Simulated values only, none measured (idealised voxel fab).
process module | voxel released beams
cross-section cut | 210 nm wide | cells 5 nm
A cross-section is a grid of square cells, given in bands from the top down. A band is one or more rows of cells.
Each band's line starts with the height of the band's top and of its bottom, in nm. Then come its materials from left to right, each with its width in nm. One material with "throughout" fills the band from edge to edge. "air" is empty space.
Height 0 is the level under which the wafer as received is all one material. The lowest band goes on downwards, as in "0 down".
A width such as "30 to 40" changes by the same amount from each row of cells to the next, from the band's top row to its bottom row.
"no change" after a step means that no cell of the cross-section changed.
closed voids: empty space of 8 cells or more with no open way to the top, each as width x height at its distance from the left edge, in nm
after a step's settings: what the simulator itself notes on the step
overlay nm, on a step with a mask: how far to the right of its planned place the mask lay; to the left if negative
plan
1 op RECEIVE | material Si
2 op CONFORMAL_DEP | material SiN | thk nm 5
3 op DIRECTIONAL_DEP | material SiO2 | thk nm 10
4 op DIRECTIONAL_DEP | material aC | thk nm 15
5 op PATTERN | tone open | mask id ANCHOR | material resist | width nm 35 | thk nm 35 | overlay nm 0
6 op DIRECTIONAL_ETCH | etch materials aC | depth nm 15
7 op STRIP | etch materials resist
8 op DIRECTIONAL_ETCH | etch materials SiO2 | depth nm 10
9 op STRIP | etch materials aC
10 op CONFORMAL_DEP | material W | thk nm 15
11 op DIRECTIONAL_DEP | material aC | thk nm 15
12 op PATTERN | tone cover | mask id BEAM | material resist | width nm 120 | thk nm 30 | overlay nm 0
13 op DIRECTIONAL_ETCH | etch materials aC | depth nm 15
14 op STRIP | etch materials resist
15 op DIRECTIONAL_ETCH | etch materials W | depth nm 15
16 op STRIP | etch materials aC
17 op STRIP | etch materials SiO2
as received, after step 1
  0 down: Si throughout
  closed voids: none
first wafer at the end, as planned
  30 to 20: air 40 | W 20 | air 5 | W 95 | air 50
  20 to 15: air 40 | W 120 | air 50
  15 to 5: air 45 | W 35 | air 130
  5 to 0: SiN throughout
  0 down: Si throughout
  closed voids: none
second wafer at the end: like start, like plan, one mistake
  30 to 15: air 40 | W 120 | air 50
  15 to 10: SiN throughout
  10 to 0: SiO2 throughout
  0 down: Si throughout
  closed voids: none
what went wrong: steps 2 and 3 were swapped
at the end the second wafer has, in cells: 84 more of SiO2 | 12 fewer of W
